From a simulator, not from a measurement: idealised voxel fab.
The process module presented herein is designated voxel self aligned contacts.
220 nm wide, 5 nm square cells: that's cross-section cut.
Square cells in a grid make up a cross-section in this document, and the grid is given as bands, listed from the top down, each one or more rows of cells. Top height, bottom height, nm. Materials left to right, width each, nm. Single material + "edge to edge" = fills band edge to edge. "empty" = empty. The reference from which all heights are counted is 0, the level beneath which the as-received wafer is entirely one material; the lowest band, having no lower bound, proceeds downward and is written after the example "0 and below". Width spec "30->40" -> top row of cells at first value, bottom row at second value, equal per-row change in between. "nothing was modified" after a step means that no cell of the cross-section changed. Heads up: "Encapsulated voids" only lists the empty pockets with no open path to the top that are 8 cells or more, and it writes them as width x height at distance, distance from the left edge, in nm. Text after the settings on a step's line: the simulator's own remark on that step. Each step line may optionally specify "overlay nm", which for a step with a mask gives the rightward distance between the mask's planned place and where it lay, a negative value indicating the leftward direction.
**Intended process steps**
1) op RECEIVE | material Si
2) op CONFORMAL_DEP | material SiO2 | thk nm 5
3) op DIRECTIONAL_DEP | material polySi | thk nm 25
4) op DIRECTIONAL_DEP | material SiN | thk nm 15
5) op PATTERN | tone cover | mask id GATE | material resist | width nm 35 | pitch nm 70 | thk nm 20 | overlay nm 0
6) op DIRECTIONAL_ETCH | etch materials SiN | depth nm 15
7) op DIRECTIONAL_ETCH | etch materials polySi | depth nm 25
8) op STRIP | etch materials resist
9) op CONFORMAL_DEP | material SiN | thk nm 5
10) op DIRECTIONAL_ETCH | etch materials SiN | depth nm 5
11) op FILL_DEP | material SiO2 | thk nm 10
12) op CMP | height nm 50
13) op DIRECTIONAL_DEP | material aC | thk nm 10
14) op PATTERN | tone open | mask id CONTACT | material resist | width nm 55 | pitch nm 70 | thk nm 30 | overlay nm 0
15) op DIRECTIONAL_ETCH | etch materials aC | depth nm 10
16) op STRIP | etch materials resist
17) op DIRECTIONAL_ETCH | etch materials SiO2 | depth nm 50
18) op STRIP | etch materials aC
19) op CONFORMAL_DEP | material TiN | thk nm 5
20) op FILL_DEP | material Ru | thk nm 10
21) op CMP | height nm 50
22) op CONFORMAL_DEP | material SiCN | thk nm 5
**The first wafer of two, processed as planned**
**Wafer as received: cross-section following step 1**
    0 and below | Si edge to edge
    Encapsulated voids: none
**Step 2 complete: cross-section through the wafer**
    5 down to 0 | SiO2 edge to edge
    No changes below 0.
**Step 3 complete: cross-section through the wafer**
    30 down to 5 | polySi edge to edge
    No changes below 5.
**Step 4 complete: cross-section through the wafer**
    45 down to 30 | SiN edge to edge
    No changes below 30.
**Step 5 complete: cross-section through the wafer**
    65 down to 45 | 20 empty, then 35 resist, then 35 empty, then 35 resist, then 35 empty, then 35 resist, then 25 empty
    No changes below 45.
**Step 6 complete: cross-section through the wafer**
    65 down to 45 | 20 empty, then 35 resist, then 35 empty, then 35 resist, then 35 empty, then 35 resist, then 25 empty
    45 down to 30 | 20 empty, then 35 SiN, then 35 empty, then 35 SiN, then 35 empty, then 35 SiN, then 25 empty
    No changes below 30.
**Step 7 complete: cross-section through the wafer**
    65 down to 45 | 20 empty, then 35 resist, then 35 empty, then 35 resist, then 35 empty, then 35 resist, then 25 empty
    45 down to 30 | 20 empty, then 35 SiN, then 35 empty, then 35 SiN, then 35 empty, then 35 SiN, then 25 empty
    30 down to 5 | 20 empty, then 35 polySi, then 35 empty, then 35 polySi, then 35 empty, then 35 polySi, then 25 empty
    No changes below 5.
**Step 8 complete: cross-section through the wafer**
    45 down to 30 | 20 empty, then 35 SiN, then 35 empty, then 35 SiN, then 35 empty, then 35 SiN, then 25 empty
    No changes below 30.
**Step 9 complete: cross-section through the wafer**
    50 down to 30 | 15 empty, then 45 SiN, then 25 empty, then 45 SiN, then 25 empty, then 45 SiN, then 20 empty
    30 down to 10 | 15 empty, then 5 SiN, then 35 polySi, then 5 SiN, then 25 empty, then 5 SiN, then 35 polySi, then 5 SiN, then 25 empty, then 5 SiN, then 35 polySi, then 5 SiN, then 20 empty
    10 down to 5 | 20 SiN, then 35 polySi, then 35 SiN, then 35 polySi, then 35 SiN, then 35 polySi, then 25 SiN
    No changes below 5.
**Step 10 complete: cross-section through the wafer**
    45 down to 30 | 15 empty, then 45 SiN, then 25 empty, then 45 SiN, then 25 empty, then 45 SiN, then 20 empty
    30 down to 5 | 15 empty, then 5 SiN, then 35 polySi, then 5 SiN, then 25 empty, then 5 SiN, then 35 polySi, then 5 SiN, then 25 empty, then 5 SiN, then 35 polySi, then 5 SiN, then 20 empty
    No changes below 5.
**Step 11 complete: cross-section through the wafer**
    55 down to 45 | SiO2 edge to edge
    45 down to 30 | 15 SiO2, then 45 SiN, then 25 SiO2, then 45 SiN, then 25 SiO2, then 45 SiN, then 20 SiO2
    30 down to 5 | 15 SiO2, then 5 SiN, then 35 polySi, then 5 SiN, then 25 SiO2, then 5 SiN, then 35 polySi, then 5 SiN, then 25 SiO2, then 5 SiN, then 35 polySi, then 5 SiN, then 20 SiO2
    No changes below 5.
**Step 12 complete: cross-section through the wafer**
    50 down to 45 | SiO2 edge to edge
    No changes below 45.
**Step 13 complete: cross-section through the wafer**
    60 down to 50 | aC edge to edge
    No changes below 50.
**Step 14 complete: cross-section through the wafer**
    90 down to 60 | 45 resist, then 55 empty, then 15 resist, then 55 empty, then 50 resist
    No changes below 60.
**Step 15 complete: cross-section through the wafer**
    80 down to 60 | 45 resist, then 55 empty, then 15 resist, then 55 empty, then 50 resist
    60 down to 50 | 45 aC, then 55 empty, then 15 aC, then 55 empty, then 50 aC
    No changes below 50.
**Step 16 complete: cross-section through the wafer**
    60 down to 50 | 45 aC, then 55 empty, then 15 aC, then 55 empty, then 50 aC
    No changes below 50.
**Step 17 complete: cross-section through the wafer**
    60 down to 50 | 45 aC, then 55 empty, then 15 aC, then 55 empty, then 50 aC
    50 down to 45 | 45 SiO2, then 55 empty, then 15 SiO2, then 55 empty, then 50 SiO2
    45 down to 30 | 15 SiO2, then 45 SiN, then 25 empty, then 45 SiN, then 25 empty, then 45 SiN, then 20 SiO2
    30 down to 5 | 15 SiO2, then 5 SiN, then 35 polySi, then 5 SiN, then 25 empty, then 5 SiN, then 35 polySi, then 5 SiN, then 25 empty, then 5 SiN, then 35 polySi, then 5 SiN, then 20 SiO2
    5 down to 0 | 60 SiO2, then 25 empty, then 45 SiO2, then 25 empty, then 65 SiO2
    No changes below 0.
**Step 18 complete: cross-section through the wafer**
    50 down to 45 | 45 SiO2, then 55 empty, then 15 SiO2, then 55 empty, then 50 SiO2
    No changes below 45.
**Step 19 complete: cross-section through the wafer**
    55 down to 50 | 50 TiN, then 45 empty, then 25 TiN, then 45 empty, then 55 TiN
    50 down to 45 | 45 SiO2, then 20 TiN, then 15 empty, then 20 TiN, then 15 SiO2, then 20 TiN, then 15 empty, then 20 TiN, then 50 SiO2
    45 down to 30 | 15 SiO2, then 45 SiN, then 5 TiN, then 15 empty, then 5 TiN, then 45 SiN, then 5 TiN, then 15 empty, then 5 TiN, then 45 SiN, then 20 SiO2
    30 down to 5 | 15 SiO2, then 5 SiN, then 35 polySi, then 5 SiN, then 5 TiN, then 15 empty, then 5 TiN, then 5 SiN, then 35 polySi, then 5 SiN, then 5 TiN, then 15 empty, then 5 TiN, then 5 SiN, then 35 polySi, then 5 SiN, then 20 SiO2
    5 down to 0 | 60 SiO2, then 25 TiN, then 45 SiO2, then 25 TiN, then 65 SiO2
    No changes below 0.
**Step 20 complete: cross-section through the wafer**
    65 down to 55 | Ru edge to edge
    55 down to 50 | 50 TiN, then 45 Ru, then 25 TiN, then 45 Ru, then 55 TiN
    50 down to 45 | 45 SiO2, then 20 TiN, then 15 Ru, then 20 TiN, then 15 SiO2, then 20 TiN, then 15 Ru, then 20 TiN, then 50 SiO2
    45 down to 30 | 15 SiO2, then 45 SiN, then 5 TiN, then 15 Ru, then 5 TiN, then 45 SiN, then 5 TiN, then 15 Ru, then 5 TiN, then 45 SiN, then 20 SiO2
    30 down to 5 | 15 SiO2, then 5 SiN, then 35 polySi, then 5 SiN, then 5 TiN, then 15 Ru, then 5 TiN, then 5 SiN, then 35 polySi, then 5 SiN, then 5 TiN, then 15 Ru, then 5 TiN, then 5 SiN, then 35 polySi, then 5 SiN, then 20 SiO2
    No changes below 5.
**Step 21 complete: cross-section through the wafer**
    50 down to 45 | 45 SiO2, then 20 TiN, then 15 Ru, then 20 TiN, then 15 SiO2, then 20 TiN, then 15 Ru, then 20 TiN, then 50 SiO2
    No changes below 45.
**Step 22 complete: cross-section through the wafer**
    55 down to 50 | SiCN edge to edge
    No changes below 50.
**Okay, second wafer. Nothing different at the start, nothing different in the plan, just one mistake somewhere in the running. As far as step 4, counting that step, it's the first wafer all over again**
**Planned end of step 5: second wafer, cross-section**
    65 down to 45 | 25 empty, then 35 resist, then 35 empty, then 35 resist, then 35 empty, then 35 resist, then 20 empty
    No changes below 45.
**Planned end of step 6: second wafer, cross-section**
    65 down to 45 | 25 empty, then 35 resist, then 35 empty, then 35 resist, then 35 empty, then 35 resist, then 20 empty
    45 down to 30 | 25 empty, then 35 SiN, then 35 empty, then 35 SiN, then 35 empty, then 35 SiN, then 20 empty
    No changes below 30.
**Planned end of step 7: second wafer, cross-section**
    65 down to 45 | 25 empty, then 35 resist, then 35 empty, then 35 resist, then 35 empty, then 35 resist, then 20 empty
    45 down to 30 | 25 empty, then 35 SiN, then 35 empty, then 35 SiN, then 35 empty, then 35 SiN, then 20 empty
    30 down to 5 | 25 empty, then 35 polySi, then 35 empty, then 35 polySi, then 35 empty, then 35 polySi, then 20 empty
    No changes below 5.
**Planned end of step 8: second wafer, cross-section**
    45 down to 30 | 25 empty, then 35 SiN, then 35 empty, then 35 SiN, then 35 empty, then 35 SiN, then 20 empty
    No changes below 30.
**Planned end of step 9: second wafer, cross-section**
    50 down to 30 | 20 empty, then 45 SiN, then 25 empty, then 45 SiN, then 25 empty, then 45 SiN, then 15 empty
    30 down to 10 | 20 empty, then 5 SiN, then 35 polySi, then 5 SiN, then 25 empty, then 5 SiN, then 35 polySi, then 5 SiN, then 25 empty, then 5 SiN, then 35 polySi, then 5 SiN, then 15 empty
    10 down to 5 | 25 SiN, then 35 polySi, then 35 SiN, then 35 polySi, then 35 SiN, then 35 polySi, then 20 SiN
    No changes below 5.
**Planned end of step 10: second wafer, cross-section**
    45 down to 30 | 20 empty, then 45 SiN, then 25 empty, then 45 SiN, then 25 empty, then 45 SiN, then 15 empty
    30 down to 5 | 20 empty, then 5 SiN, then 35 polySi, then 5 SiN, then 25 empty, then 5 SiN, then 35 polySi, then 5 SiN, then 25 empty, then 5 SiN, then 35 polySi, then 5 SiN, then 15 empty
    No changes below 5.
**Planned end of step 11: second wafer, cross-section**
    55 down to 45 | SiO2 edge to edge
    45 down to 30 | 20 SiO2, then 45 SiN, then 25 SiO2, then 45 SiN, then 25 SiO2, then 45 SiN, then 15 SiO2
    30 down to 5 | 20 SiO2, then 5 SiN, then 35 polySi, then 5 SiN, then 25 SiO2, then 5 SiN, then 35 polySi, then 5 SiN, then 25 SiO2, then 5 SiN, then 35 polySi, then 5 SiN, then 15 SiO2
    No changes below 5.
**Planned end of step 12: second wafer, cross-section**
    50 down to 45 | SiO2 edge to edge
    No changes below 45.
**Planned end of step 13: second wafer, cross-section**
    60 down to 50 | aC edge to edge
    No changes below 50.
**Planned end of step 14: second wafer, cross-section**
    90 down to 60 | 45 resist, then 55 empty, then 15 resist, then 55 empty, then 50 resist
    No changes below 60.
**Planned end of step 15: second wafer, cross-section**
    80 down to 60 | 45 resist, then 55 empty, then 15 resist, then 55 empty, then 50 resist
    60 down to 50 | 45 aC, then 55 empty, then 15 aC, then 55 empty, then 50 aC
    No changes below 50.
**Planned end of step 16: second wafer, cross-section**
    60 down to 50 | 45 aC, then 55 empty, then 15 aC, then 55 empty, then 50 aC
    No changes below 50.
**Planned end of step 17: second wafer, cross-section**
    60 down to 50 | 45 aC, then 55 empty, then 15 aC, then 55 empty, then 50 aC
    50 down to 45 | 45 SiO2, then 55 empty, then 15 SiO2, then 55 empty, then 50 SiO2
    45 down to 30 | 20 SiO2, then 45 SiN, then 25 empty, then 45 SiN, then 25 empty, then 45 SiN, then 15 SiO2
    30 down to 5 | 20 SiO2, then 5 SiN, then 35 polySi, then 5 SiN, then 25 empty, then 5 SiN, then 35 polySi, then 5 SiN, then 25 empty, then 5 SiN, then 35 polySi, then 5 SiN, then 15 SiO2
    5 down to 0 | 65 SiO2, then 25 empty, then 45 SiO2, then 25 empty, then 60 SiO2
    No changes below 0.
**Planned end of step 18: second wafer, cross-section**
    50 down to 45 | 45 SiO2, then 55 empty, then 15 SiO2, then 55 empty, then 50 SiO2
    No changes below 45.
**Planned end of step 19: second wafer, cross-section**
    55 down to 50 | 50 TiN, then 45 empty, then 25 TiN, then 45 empty, then 55 TiN
    50 down to 45 | 45 SiO2, then 25 TiN, then 15 empty, then 15 TiN, then 15 SiO2, then 25 TiN, then 15 empty, then 15 TiN, then 50 SiO2
    45 down to 30 | 20 SiO2, then 45 SiN, then 5 TiN, then 15 empty, then 5 TiN, then 45 SiN, then 5 TiN, then 15 empty, then 5 TiN, then 45 SiN, then 15 SiO2
    30 down to 5 | 20 SiO2, then 5 SiN, then 35 polySi, then 5 SiN, then 5 TiN, then 15 empty, then 5 TiN, then 5 SiN, then 35 polySi, then 5 SiN, then 5 TiN, then 15 empty, then 5 TiN, then 5 SiN, then 35 polySi, then 5 SiN, then 15 SiO2
    5 down to 0 | 65 SiO2, then 25 TiN, then 45 SiO2, then 25 TiN, then 60 SiO2
    No changes below 0.
**Planned end of step 20: second wafer, cross-section**
    65 down to 55 | Ru edge to edge
    55 down to 50 | 50 TiN, then 45 Ru, then 25 TiN, then 45 Ru, then 55 TiN
    50 down to 45 | 45 SiO2, then 25 TiN, then 15 Ru, then 15 TiN, then 15 SiO2, then 25 TiN, then 15 Ru, then 15 TiN, then 50 SiO2
    45 down to 30 | 20 SiO2, then 45 SiN, then 5 TiN, then 15 Ru, then 5 TiN, then 45 SiN, then 5 TiN, then 15 Ru, then 5 TiN, then 45 SiN, then 15 SiO2
    30 down to 5 | 20 SiO2, then 5 SiN, then 35 polySi, then 5 SiN, then 5 TiN, then 15 Ru, then 5 TiN, then 5 SiN, then 35 polySi, then 5 SiN, then 5 TiN, then 15 Ru, then 5 TiN, then 5 SiN, then 35 polySi, then 5 SiN, then 15 SiO2
    No changes below 5.
**Planned end of step 21: second wafer, cross-section**
    50 down to 45 | 45 SiO2, then 25 TiN, then 15 Ru, then 15 TiN, then 15 SiO2, then 25 TiN, then 15 Ru, then 15 TiN, then 50 SiO2
    No changes below 45.
**Planned end of step 22: second wafer, cross-section**
    55 down to 50 | SiCN edge to edge
    No changes below 50.
Run error: it should be noted that step 5 was executed with settings other than those planned, the operation and settings actually applied being op PATTERN | tone cover | mask id GATE | material resist | width nm 35 | pitch nm 70 | thk nm 20 | overlay nm 5
at the end the second wafer has, in cells: as many of each material as the first, in other places
